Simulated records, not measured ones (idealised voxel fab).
This section sets out a process module, namely voxel wiring stack.
cross-section cut | 235 nm wide | cells 5 nm
Cross-sections here: square-cell grids, written as top-down lists of bands, a band being one or more rows of cells.
Quick guide to a band line: top height, bottom height (nm) up front; then every material left to right with its width in nm. Only one material and it's marked "everywhere"? Then it fills the band edge to edge. And "empty" just means empty space.
Ref level 0: as-received wafer is one material below here. Bottom band extends down with no lower bound ("0 -> down").
With a width like "30..40", each row of cells in the band differs from the next by the same amount, the top row carrying the first number and the bottom row the second.
A step reported as "same as before" is a step in which no cell of the cross-section changed.
The label "Closed void table" introduces a list of the empty spaces, 8 cells or larger, that have no open way up to the top; each entry in it reads width x height at distance, where the distance is taken from the left edge and all three are stated in nm.
The remark found on a step's line after its settings is issued by the simulator itself and pertains to that step.
overlay nm, on a step with a mask: how far to the right of its planned place the mask lay; to the left if negative
Planned step list for the process
1. op RECEIVE | material Si
2. op CONFORMAL_DEP | material SiO2 | thk nm 10
3. op CONFORMAL_DEP | material SiCN | thk nm 5
4. op DIRECTIONAL_DEP | material lowk | thk nm 15
5. op DIRECTIONAL_DEP | material aC | thk nm 15
6. op PATTERN | tone open | mask id METAL_1 | material resist | width nm 25 | pitch nm 50 | thk nm 30 | overlay nm 0
7. op DIRECTIONAL_ETCH | etch materials aC | depth nm 15
8. op STRIP | etch materials resist
9. op DIRECTIONAL_ETCH | etch materials lowk | depth nm 15
10. op DIRECTIONAL_ETCH | etch materials SiCN | depth nm 5
11. op STRIP | etch materials aC
12. op CONFORMAL_DEP | material TiN | thk nm 5
13. op FILL_DEP | material Cu | thk nm 10
14. op CMP | height nm 30
15. op CONFORMAL_DEP | material SiCN | thk nm 5
16. op DIRECTIONAL_DEP | material lowk | thk nm 15
17. op DIRECTIONAL_DEP | material aC | thk nm 10
18. op PATTERN | tone open | mask id PLUG_1 | material resist | width nm 15 | pitch nm 50 | thk nm 30 | overlay nm 0
19. op DIRECTIONAL_ETCH | etch materials aC | depth nm 10
20. op STRIP | etch materials resist
21. op DIRECTIONAL_ETCH | etch materials lowk | depth nm 15
22. op DIRECTIONAL_ETCH | etch materials SiCN | depth nm 5
23. op STRIP | etch materials aC
24. op CONFORMAL_DEP | material TiN | thk nm 5
25. op FILL_DEP | material Cu | thk nm 5
26. op CMP | height nm 50
27. op CONFORMAL_DEP | material SiCN | thk nm 5
28. op DIRECTIONAL_DEP | material SiO2 | thk nm 20
29. op PATTERN | tone open | mask id METAL_2 | material resist | width nm 25 | pitch nm 50 | thk nm 20 | overlay nm 0
30. op DIRECTIONAL_ETCH | etch materials SiO2 | depth nm 20
31. op DIRECTIONAL_ETCH | etch materials SiCN | depth nm 5
32. op STRIP | etch materials resist
33. op CONFORMAL_DEP | material TiN | thk nm 5
34. op FILL_DEP | material W | thk nm 10
35. op CMP | height nm 75
36. op CONFORMAL_DEP | material SiCN | thk nm 5
37. op DIRECTIONAL_DEP | material SiO2 | thk nm 25
38. op DIRECTIONAL_DEP | material aC | thk nm 15
39. op PATTERN | tone open | mask id METAL_3 | material resist | width nm 25 | pitch nm 50 | thk nm 35 | overlay nm 0
40. op DIRECTIONAL_ETCH | etch materials aC | depth nm 15
41. op STRIP | etch materials resist
42. op DIRECTIONAL_ETCH | etch materials SiO2 | depth nm 15
43. op STRIP | etch materials aC
44. op PATTERN | tone open | mask id METAL_3_HOLES | material resist | width nm 15 | pitch nm 50 | thk nm 15 | overlay nm 0
45. op DIRECTIONAL_ETCH | etch materials SiO2 | depth nm 10
46. op DIRECTIONAL_ETCH | etch materials SiCN | depth nm 5
47. op STRIP | etch materials resist
48. op CONFORMAL_DEP | material TiN | thk nm 5
49. op FILL_DEP | material Ru | thk nm 10
50. op CMP | height nm 105
51. op CONFORMAL_DEP | material SiCN | thk nm 5
First wafer of two (run as planned)
Cross-section: wafer on arrival = after step 1
* 0 -> down  Si everywhere
* Closed void table: none
Once step 2 is through, the wafer looks like this in cross-section
* 10 -> 0  SiO2 everywhere
* Below 0, the layers are the same as they were.
Once step 3 is through, the wafer looks like this in cross-section
* 15 -> 10  SiCN everywhere
* Below 10, the layers are the same as they were.
Once step 4 is through, the wafer looks like this in cross-section
* 30 -> 15  lowk everywhere
* Below 15, the layers are the same as they were.
Once step 5 is through, the wafer looks like this in cross-section
* 45 -> 30  aC everywhere
* Below 30, the layers are the same as they were.
Once step 6 is through, the wafer looks like this in cross-section
* 75 -> 45  resist=80, then empty=25, then resist=25, then empty=25, then resist=80
* Below 45, the layers are the same as they were.
Once step 7 is through, the wafer looks like this in cross-section
* 60 -> 45  resist=80, then empty=25, then resist=25, then empty=25, then resist=80
* 45 -> 30  aC=80, then empty=25, then aC=25, then empty=25, then aC=80
* Below 30, the layers are the same as they were.
Once step 8 is through, the wafer looks like this in cross-section
* 45 -> 30  aC=80, then empty=25, then aC=25, then empty=25, then aC=80
* Below 30, the layers are the same as they were.
Once step 9 is through, the wafer looks like this in cross-section
* 45 -> 30  aC=80, then empty=25, then aC=25, then empty=25, then aC=80
* 30 -> 15  lowk=80, then empty=25, then lowk=25, then empty=25, then lowk=80
* Below 15, the layers are the same as they were.
Once step 10 is through, the wafer looks like this in cross-section
* 45 -> 30  aC=80, then empty=25, then aC=25, then empty=25, then aC=80
* 30 -> 15  lowk=80, then empty=25, then lowk=25, then empty=25, then lowk=80
* 15 -> 10  SiCN=80, then empty=25, then SiCN=25, then empty=25, then SiCN=80
* Below 10, the layers are the same as they were.
Once step 11 is through, the wafer looks like this in cross-section
* 30 -> 15  lowk=80, then empty=25, then lowk=25, then empty=25, then lowk=80
* Below 15, the layers are the same as they were.
Once step 12 is through, the wafer looks like this in cross-section
* 35 -> 30  TiN=85, then empty=15, then TiN=35, then empty=15, then TiN=85
* 30 -> 15  lowk=80, then TiN=5, then empty=15, then TiN=5, then lowk=25, then TiN=5, then empty=15, then TiN=5, then lowk=80
* 15 -> 10  SiCN=80, then TiN=25, then SiCN=25, then TiN=25, then SiCN=80
* Below 10, the layers are the same as they were.
Once step 13 is through, the wafer looks like this in cross-section
* 45 -> 35  Cu everywhere
* 35 -> 30  TiN=85, then Cu=15, then TiN=35, then Cu=15, then TiN=85
* 30 -> 15  lowk=80, then TiN=5, then Cu=15, then TiN=5, then lowk=25, then TiN=5, then Cu=15, then TiN=5, then lowk=80
* Below 15, the layers are the same as they were.
Once step 14 is through, the wafer looks like this in cross-section
* 30 -> 15  lowk=80, then TiN=5, then Cu=15, then TiN=5, then lowk=25, then TiN=5, then Cu=15, then TiN=5, then lowk=80
* Below 15, the layers are the same as they were.
Once step 15 is through, the wafer looks like this in cross-section
* 35 -> 30  SiCN everywhere
* Below 30, the layers are the same as they were.
Once step 16 is through, the wafer looks like this in cross-section
* 50 -> 35  lowk everywhere
* Below 35, the layers are the same as they were.
Once step 17 is through, the wafer looks like this in cross-section
* 60 -> 50  aC everywhere
* Below 50, the layers are the same as they were.
Once step 18 is through, the wafer looks like this in cross-section
* 90 -> 60  resist=80, then empty=15, then resist=35, then empty=15, then resist=90
* Below 60, the layers are the same as they were.
Once step 19 is through, the wafer looks like this in cross-section
* 80 -> 60  resist=80, then empty=15, then resist=35, then empty=15, then resist=90
* 60 -> 50  aC=80, then empty=15, then aC=35, then empty=15, then aC=90
* Below 50, the layers are the same as they were.
Once step 20 is through, the wafer looks like this in cross-section
* 60 -> 50  aC=80, then empty=15, then aC=35, then empty=15, then aC=90
* Below 50, the layers are the same as they were.
Once step 21 is through, the wafer looks like this in cross-section
* 60 -> 50  aC=80, then empty=15, then aC=35, then empty=15, then aC=90
* 50 -> 35  lowk=80, then empty=15, then lowk=35, then empty=15, then lowk=90
* Below 35, the layers are the same as they were.
Once step 22 is through, the wafer looks like this in cross-section
* 60 -> 50  aC=80, then empty=15, then aC=35, then empty=15, then aC=90
* 50 -> 35  lowk=80, then empty=15, then lowk=35, then empty=15, then lowk=90
* 35 -> 30  SiCN=80, then empty=15, then SiCN=35, then empty=15, then SiCN=90
* Below 30, the layers are the same as they were.
Once step 23 is through, the wafer looks like this in cross-section
* 50 -> 35  lowk=80, then empty=15, then lowk=35, then empty=15, then lowk=90
* Below 35, the layers are the same as they were.
Once step 24 is through, the wafer looks like this in cross-section
* 55 -> 50  TiN=85, then empty=5, then TiN=45, then empty=5, then TiN=95
* 50 -> 35  lowk=80, then TiN=5, then empty=5, then TiN=5, then lowk=35, then TiN=5, then empty=5, then TiN=5, then lowk=90
* 35 -> 30  SiCN=80, then TiN=15, then SiCN=35, then TiN=15, then SiCN=90
* Below 30, the layers are the same as they were.
Once step 25 is through, the wafer looks like this in cross-section
* 60 -> 55  Cu everywhere
* 55 -> 50  TiN=85, then Cu=5, then TiN=45, then Cu=5, then TiN=95
* 50 -> 35  lowk=80, then TiN=5, then Cu=5, then TiN=5, then lowk=35, then TiN=5, then Cu=5, then TiN=5, then lowk=90
* Below 35, the layers are the same as they were.
Once step 26 is through, the wafer looks like this in cross-section
* 50 -> 35  lowk=80, then TiN=5, then Cu=5, then TiN=5, then lowk=35, then TiN=5, then Cu=5, then TiN=5, then lowk=90
* Below 35, the layers are the same as they were.
Once step 27 is through, the wafer looks like this in cross-section
* 55 -> 50  SiCN everywhere
* Below 50, the layers are the same as they were.
Once step 28 is through, the wafer looks like this in cross-section
* 75 -> 55  SiO2 everywhere
* Below 55, the layers are the same as they were.
Once step 29 is through, the wafer looks like this in cross-section
* 95 -> 75  resist=80, then empty=25, then resist=25, then empty=25, then resist=80
* Below 75, the layers are the same as they were.
Once step 30 is through, the wafer looks like this in cross-section
* 95 -> 75  resist=80, then empty=25, then resist=25, then empty=25, then resist=80
* 75 -> 55  SiO2=80, then empty=25, then SiO2=25, then empty=25, then SiO2=80
* Below 55, the layers are the same as they were.
Once step 31 is through, the wafer looks like this in cross-section
* 95 -> 75  resist=80, then empty=25, then resist=25, then empty=25, then resist=80
* 75 -> 55  SiO2=80, then empty=25, then SiO2=25, then empty=25, then SiO2=80
* 55 -> 50  SiCN=80, then empty=25, then SiCN=25, then empty=25, then SiCN=80
* Below 50, the layers are the same as they were.
Once step 32 is through, the wafer looks like this in cross-section
* 75 -> 55  SiO2=80, then empty=25, then SiO2=25, then empty=25, then SiO2=80
* Below 55, the layers are the same as they were.
Once step 33 is through, the wafer looks like this in cross-section
* 80 -> 75  TiN=85, then empty=15, then TiN=35, then empty=15, then TiN=85
* 75 -> 55  SiO2=80, then TiN=5, then empty=15, then TiN=5, then SiO2=25, then TiN=5, then empty=15, then TiN=5, then SiO2=80
* 55 -> 50  SiCN=80, then TiN=25, then SiCN=25, then TiN=25, then SiCN=80
* Below 50, the layers are the same as they were.
Once step 34 is through, the wafer looks like this in cross-section
* 90 -> 80  W everywhere
* 80 -> 75  TiN=85, then W=15, then TiN=35, then W=15, then TiN=85
* 75 -> 55  SiO2=80, then TiN=5, then W=15, then TiN=5, then SiO2=25, then TiN=5, then W=15, then TiN=5, then SiO2=80
* Below 55, the layers are the same as they were.
Once step 35 is through, the wafer looks like this in cross-section
* 75 -> 55  SiO2=80, then TiN=5, then W=15, then TiN=5, then SiO2=25, then TiN=5, then W=15, then TiN=5, then SiO2=80
* Below 55, the layers are the same as they were.
Once step 36 is through, the wafer looks like this in cross-section
* 80 -> 75  SiCN everywhere
* Below 75, the layers are the same as they were.
Once step 37 is through, the wafer looks like this in cross-section
* 105 -> 80  SiO2 everywhere
* Below 80, the layers are the same as they were.
Once step 38 is through, the wafer looks like this in cross-section
* 120 -> 105  aC everywhere
* Below 105, the layers are the same as they were.
Once step 39 is through, the wafer looks like this in cross-section
* 155 -> 120  resist=80, then empty=25, then resist=25, then empty=25, then resist=80
* Below 120, the layers are the same as they were.
Once step 40 is through, the wafer looks like this in cross-section
* 140 -> 120  resist=80, then empty=25, then resist=25, then empty=25, then resist=80
* 120 -> 105  aC=80, then empty=25, then aC=25, then empty=25, then aC=80
* Below 105, the layers are the same as they were.
Once step 41 is through, the wafer looks like this in cross-section
* 120 -> 105  aC=80, then empty=25, then aC=25, then empty=25, then aC=80
* Below 105, the layers are the same as they were.
Once step 42 is through, the wafer looks like this in cross-section
* 120 -> 105  aC=80, then empty=25, then aC=25, then empty=25, then aC=80
* 105 -> 90  SiO2=80, then empty=25, then SiO2=25, then empty=25, then SiO2=80
* Below 90, the layers are the same as they were.
Once step 43 is through, the wafer looks like this in cross-section
* 105 -> 90  SiO2=80, then empty=25, then SiO2=25, then empty=25, then SiO2=80
* Below 90, the layers are the same as they were.
Once step 44 is through, the wafer looks like this in cross-section
* 120 -> 105  resist=80, then empty=15, then resist=35, then empty=15, then resist=90
* 105 -> 90  SiO2=80, then empty=15, then resist=10, then SiO2=25, then empty=15, then resist=10, then SiO2=80
* Below 90, the layers are the same as they were.
Once step 45 is through, the wafer looks like this in cross-section
* 120 -> 105  resist=80, then empty=15, then resist=35, then empty=15, then resist=90
* 105 -> 90  SiO2=80, then empty=15, then resist=10, then SiO2=25, then empty=15, then resist=10, then SiO2=80
* 90 -> 80  SiO2=80, then empty=15, then SiO2=35, then empty=15, then SiO2=90
* Below 80, the layers are the same as they were.
Once step 46 is through, the wafer looks like this in cross-section
* 120 -> 105  resist=80, then empty=15, then resist=35, then empty=15, then resist=90
* 105 -> 90  SiO2=80, then empty=15, then resist=10, then SiO2=25, then empty=15, then resist=10, then SiO2=80
* 90 -> 80  SiO2=80, then empty=15, then SiO2=35, then empty=15, then SiO2=90
* 80 -> 75  SiCN=80, then empty=15, then SiCN=35, then empty=15, then SiCN=90
* Below 75, the layers are the same as they were.
Once step 47 is through, the wafer looks like this in cross-section
* 105 -> 90  SiO2=80, then empty=25, then SiO2=25, then empty=25, then SiO2=80
* Below 90, the layers are the same as they were.
Once step 48 is through, the wafer looks like this in cross-section
* 110 -> 105  TiN=85, then empty=15, then TiN=35, then empty=15, then TiN=85
* 105 -> 95  SiO2=80, then TiN=5, then empty=15, then TiN=5, then SiO2=25, then TiN=5, then empty=15, then TiN=5, then SiO2=80
* 95 -> 90  SiO2=80, then TiN=5, then empty=5, then TiN=15, then SiO2=25, then TiN=5, then empty=5, then TiN=15, then SiO2=80
* 90 -> 80  SiO2=80, then TiN=5, then empty=5, then TiN=5, then SiO2=35, then TiN=5, then empty=5, then TiN=5, then SiO2=90
* 80 -> 75  SiCN=80, then TiN=15, then SiCN=35, then TiN=15, then SiCN=90
* Below 75, the layers are the same as they were.
Once step 49 is through, the wafer looks like this in cross-section
* 120 -> 110  Ru everywhere
* 110 -> 105  TiN=85, then Ru=15, then TiN=35, then Ru=15, then TiN=85
* 105 -> 95  SiO2=80, then TiN=5, then Ru=15, then TiN=5, then SiO2=25, then TiN=5, then Ru=15, then TiN=5, then SiO2=80
* 95 -> 90  SiO2=80, then TiN=5, then Ru=5, then TiN=15, then SiO2=25, then TiN=5, then Ru=5, then TiN=15, then SiO2=80
* 90 -> 80  SiO2=80, then TiN=5, then Ru=5, then TiN=5, then SiO2=35, then TiN=5, then Ru=5, then TiN=5, then SiO2=90
* Below 80, the layers are the same as they were.
Once step 50 is through, the wafer looks like this in cross-section
* 105 -> 95  SiO2=80, then TiN=5, then Ru=15, then TiN=5, then SiO2=25, then TiN=5, then Ru=15, then TiN=5, then SiO2=80
* Below 95, the layers are the same as they were.
Once step 51 is through, the wafer looks like this in cross-section
* 110 -> 105  SiCN everywhere
* Below 105, the layers are the same as they were.
The second wafer was prepared from the same starting point and under the same plan as the first; its processing contained one mistake, and it remains indistinguishable from the first wafer up to and including step 3
Cross-section of the second wafer when, according to plan, step 4 should have finished
* 30 -> 15  W everywhere
* Below 15, the layers are the same as they were.
Cross-section of the second wafer when, according to plan, step 5 should have finished
* 45 -> 30  aC everywhere
* Below 30, the layers are the same as they were.
Cross-section of the second wafer when, according to plan, step 6 should have finished
* 75 -> 45  resist=80, then empty=25, then resist=25, then empty=25, then resist=80
* Below 45, the layers are the same as they were.
Cross-section of the second wafer when, according to plan, step 7 should have finished
* 60 -> 45  resist=80, then empty=25, then resist=25, then empty=25, then resist=80
* 45 -> 30  aC=80, then empty=25, then aC=25, then empty=25, then aC=80
* Below 30, the layers are the same as they were.
Cross-section of the second wafer when, according to plan, step 8 should have finished
* 45 -> 30  aC=80, then empty=25, then aC=25, then empty=25, then aC=80
* Below 30, the layers are the same as they were.
Cross-section of the second wafer when, according to plan, step 9 should have finished: same as before
Cross-section of the second wafer when, according to plan, step 10 should have finished: same as before
Cross-section of the second wafer when, according to plan, step 11 should have finished
* 30 -> 15  W everywhere
* Below 15, the layers are the same as they were.
Cross-section of the second wafer when, according to plan, step 12 should have finished
* 35 -> 30  TiN everywhere
* Below 30, the layers are the same as they were.
Cross-section of the second wafer when, according to plan, step 13 should have finished
* 45 -> 35  Cu everywhere
* Below 35, the layers are the same as they were.
Cross-section of the second wafer when, according to plan, step 14 should have finished
* 30 -> 15  W everywhere
* Below 15, the layers are the same as they were.
Cross-section of the second wafer when, according to plan, step 15 should have finished
* 35 -> 30  SiCN everywhere
* Below 30, the layers are the same as they were.
Cross-section of the second wafer when, according to plan, step 16 should have finished
* 50 -> 35  lowk everywhere
* Below 35, the layers are the same as they were.
Cross-section of the second wafer when, according to plan, step 17 should have finished
* 60 -> 50  aC everywhere
* Below 50, the layers are the same as they were.
Cross-section of the second wafer when, according to plan, step 18 should have finished
* 90 -> 60  resist=80, then empty=15, then resist=35, then empty=15, then resist=90
* Below 60, the layers are the same as they were.
Cross-section of the second wafer when, according to plan, step 19 should have finished
* 80 -> 60  resist=80, then empty=15, then resist=35, then empty=15, then resist=90
* 60 -> 50  aC=80, then empty=15, then aC=35, then empty=15, then aC=90
* Below 50, the layers are the same as they were.
Cross-section of the second wafer when, according to plan, step 20 should have finished
* 60 -> 50  aC=80, then empty=15, then aC=35, then empty=15, then aC=90
* Below 50, the layers are the same as they were.
Cross-section of the second wafer when, according to plan, step 21 should have finished
* 60 -> 50  aC=80, then empty=15, then aC=35, then empty=15, then aC=90
* 50 -> 35  lowk=80, then empty=15, then lowk=35, then empty=15, then lowk=90
* Below 35, the layers are the same as they were.
Cross-section of the second wafer when, according to plan, step 22 should have finished
* 60 -> 50  aC=80, then empty=15, then aC=35, then empty=15, then aC=90
* 50 -> 35  lowk=80, then empty=15, then lowk=35, then empty=15, then lowk=90
* 35 -> 30  SiCN=80, then empty=15, then SiCN=35, then empty=15, then SiCN=90
* Below 30, the layers are the same as they were.
Cross-section of the second wafer when, according to plan, step 23 should have finished
* 50 -> 35  lowk=80, then empty=15, then lowk=35, then empty=15, then lowk=90
* Below 35, the layers are the same as they were.
Cross-section of the second wafer when, according to plan, step 24 should have finished
* 55 -> 50  TiN=85, then empty=5, then TiN=45, then empty=5, then TiN=95
* 50 -> 35  lowk=80, then TiN=5, then empty=5, then TiN=5, then lowk=35, then TiN=5, then empty=5, then TiN=5, then lowk=90
* 35 -> 30  SiCN=80, then TiN=15, then SiCN=35, then TiN=15, then SiCN=90
* Below 30, the layers are the same as they were.
Cross-section of the second wafer when, according to plan, step 25 should have finished
* 60 -> 55  Cu everywhere
* 55 -> 50  TiN=85, then Cu=5, then TiN=45, then Cu=5, then TiN=95
* 50 -> 35  lowk=80, then TiN=5, then Cu=5, then TiN=5, then lowk=35, then TiN=5, then Cu=5, then TiN=5, then lowk=90
* Below 35, the layers are the same as they were.
Cross-section of the second wafer when, according to plan, step 26 should have finished
* 50 -> 35  lowk=80, then TiN=5, then Cu=5, then TiN=5, then lowk=35, then TiN=5, then Cu=5, then TiN=5, then lowk=90
* Below 35, the layers are the same as they were.
Cross-section of the second wafer when, according to plan, step 27 should have finished
* 55 -> 50  SiCN everywhere
* Below 50, the layers are the same as they were.
Cross-section of the second wafer when, according to plan, step 28 should have finished
* 75 -> 55  SiO2 everywhere
* Below 55, the layers are the same as they were.
Cross-section of the second wafer when, according to plan, step 29 should have finished
* 95 -> 75  resist=80, then empty=25, then resist=25, then empty=25, then resist=80
* Below 75, the layers are the same as they were.
Cross-section of the second wafer when, according to plan, step 30 should have finished
* 95 -> 75  resist=80, then empty=25, then resist=25, then empty=25, then resist=80
* 75 -> 55  SiO2=80, then empty=25, then SiO2=25, then empty=25, then SiO2=80
* Below 55, the layers are the same as they were.
Cross-section of the second wafer when, according to plan, step 31 should have finished
* 95 -> 75  resist=80, then empty=25, then resist=25, then empty=25, then resist=80
* 75 -> 55  SiO2=80, then empty=25, then SiO2=25, then empty=25, then SiO2=80
* 55 -> 50  SiCN=80, then empty=25, then SiCN=25, then empty=25, then SiCN=80
* Below 50, the layers are the same as they were.
Cross-section of the second wafer when, according to plan, step 32 should have finished
* 75 -> 55  SiO2=80, then empty=25, then SiO2=25, then empty=25, then SiO2=80
* Below 55, the layers are the same as they were.
Cross-section of the second wafer when, according to plan, step 33 should have finished
* 80 -> 75  TiN=85, then empty=15, then TiN=35, then empty=15, then TiN=85
* 75 -> 55  SiO2=80, then TiN=5, then empty=15, then TiN=5, then SiO2=25, then TiN=5, then empty=15, then TiN=5, then SiO2=80
* 55 -> 50  SiCN=80, then TiN=25, then SiCN=25, then TiN=25, then SiCN=80
* Below 50, the layers are the same as they were.
Cross-section of the second wafer when, according to plan, step 34 should have finished
* 90 -> 80  W everywhere
* 80 -> 75  TiN=85, then W=15, then TiN=35, then W=15, then TiN=85
* 75 -> 55  SiO2=80, then TiN=5, then W=15, then TiN=5, then SiO2=25, then TiN=5, then W=15, then TiN=5, then SiO2=80
* Below 55, the layers are the same as they were.
Cross-section of the second wafer when, according to plan, step 35 should have finished
* 75 -> 55  SiO2=80, then TiN=5, then W=15, then TiN=5, then SiO2=25, then TiN=5, then W=15, then TiN=5, then SiO2=80
* Below 55, the layers are the same as they were.
Cross-section of the second wafer when, according to plan, step 36 should have finished
* 80 -> 75  SiCN everywhere
* Below 75, the layers are the same as they were.
Cross-section of the second wafer when, according to plan, step 37 should have finished
* 105 -> 80  SiO2 everywhere
* Below 80, the layers are the same as they were.
Cross-section of the second wafer when, according to plan, step 38 should have finished
* 120 -> 105  aC everywhere
* Below 105, the layers are the same as they were.
Cross-section of the second wafer when, according to plan, step 39 should have finished
* 155 -> 120  resist=80, then empty=25, then resist=25, then empty=25, then resist=80
* Below 120, the layers are the same as they were.
Cross-section of the second wafer when, according to plan, step 40 should have finished
* 140 -> 120  resist=80, then empty=25, then resist=25, then empty=25, then resist=80
* 120 -> 105  aC=80, then empty=25, then aC=25, then empty=25, then aC=80
* Below 105, the layers are the same as they were.
Cross-section of the second wafer when, according to plan, step 41 should have finished
* 120 -> 105  aC=80, then empty=25, then aC=25, then empty=25, then aC=80
* Below 105, the layers are the same as they were.
Cross-section of the second wafer when, according to plan, step 42 should have finished
* 120 -> 105  aC=80, then empty=25, then aC=25, then empty=25, then aC=80
* 105 -> 90  SiO2=80, then empty=25, then SiO2=25, then empty=25, then SiO2=80
* Below 90, the layers are the same as they were.
Cross-section of the second wafer when, according to plan, step 43 should have finished
* 105 -> 90  SiO2=80, then empty=25, then SiO2=25, then empty=25, then SiO2=80
* Below 90, the layers are the same as they were.
Cross-section of the second wafer when, according to plan, step 44 should have finished
* 120 -> 105  resist=80, then empty=15, then resist=35, then empty=15, then resist=90
* 105 -> 90  SiO2=80, then empty=15, then resist=10, then SiO2=25, then empty=15, then resist=10, then SiO2=80
* Below 90, the layers are the same as they were.
Cross-section of the second wafer when, according to plan, step 45 should have finished
* 120 -> 105  resist=80, then empty=15, then resist=35, then empty=15, then resist=90
* 105 -> 90  SiO2=80, then empty=15, then resist=10, then SiO2=25, then empty=15, then resist=10, then SiO2=80
* 90 -> 80  SiO2=80, then empty=15, then SiO2=35, then empty=15, then SiO2=90
* Below 80, the layers are the same as they were.
Cross-section of the second wafer when, according to plan, step 46 should have finished
* 120 -> 105  resist=80, then empty=15, then resist=35, then empty=15, then resist=90
* 105 -> 90  SiO2=80, then empty=15, then resist=10, then SiO2=25, then empty=15, then resist=10, then SiO2=80
* 90 -> 80  SiO2=80, then empty=15, then SiO2=35, then empty=15, then SiO2=90
* 80 -> 75  SiCN=80, then empty=15, then SiCN=35, then empty=15, then SiCN=90
* Below 75, the layers are the same as they were.
Cross-section of the second wafer when, according to plan, step 47 should have finished
* 105 -> 90  SiO2=80, then empty=25, then SiO2=25, then empty=25, then SiO2=80
* Below 90, the layers are the same as they were.
Cross-section of the second wafer when, according to plan, step 48 should have finished
* 110 -> 105  TiN=85, then empty=15, then TiN=35, then empty=15, then TiN=85
* 105 -> 95  SiO2=80, then TiN=5, then empty=15, then TiN=5, then SiO2=25, then TiN=5, then empty=15, then TiN=5, then SiO2=80
* 95 -> 90  SiO2=80, then TiN=5, then empty=5, then TiN=15, then SiO2=25, then TiN=5, then empty=5, then TiN=15, then SiO2=80
* 90 -> 80  SiO2=80, then TiN=5, then empty=5, then TiN=5, then SiO2=35, then TiN=5, then empty=5, then TiN=5, then SiO2=90
* 80 -> 75  SiCN=80, then TiN=15, then SiCN=35, then TiN=15, then SiCN=90
* Below 75, the layers are the same as they were.
Cross-section of the second wafer when, according to plan, step 49 should have finished
* 120 -> 110  Ru everywhere
* 110 -> 105  TiN=85, then Ru=15, then TiN=35, then Ru=15, then TiN=85
* 105 -> 95  SiO2=80, then TiN=5, then Ru=15, then TiN=5, then SiO2=25, then TiN=5, then Ru=15, then TiN=5, then SiO2=80
* 95 -> 90  SiO2=80, then TiN=5, then Ru=5, then TiN=15, then SiO2=25, then TiN=5, then Ru=5, then TiN=15, then SiO2=80
* 90 -> 80  SiO2=80, then TiN=5, then Ru=5, then TiN=5, then SiO2=35, then TiN=5, then Ru=5, then TiN=5, then SiO2=90
* Below 80, the layers are the same as they were.
Cross-section of the second wafer when, according to plan, step 50 should have finished
* 105 -> 95  SiO2=80, then TiN=5, then Ru=15, then TiN=5, then SiO2=25, then TiN=5, then Ru=15, then TiN=5, then SiO2=80
* Below 95, the layers are the same as they were.
Cross-section of the second wafer when, according to plan, step 51 should have finished
* 110 -> 105  SiCN everywhere
* Below 105, the layers are the same as they were.
What was the processing mistake? not per plan at step 4, really ran op DIRECTIONAL_DEP | material W | thk nm 15
At the finish, the second wafer shows more or fewer cells for some materials than the first does: Cu: 18 fewer; SiCN: 10 more; TiN: 22 fewer; W: 141 more; lowk: 111 fewer
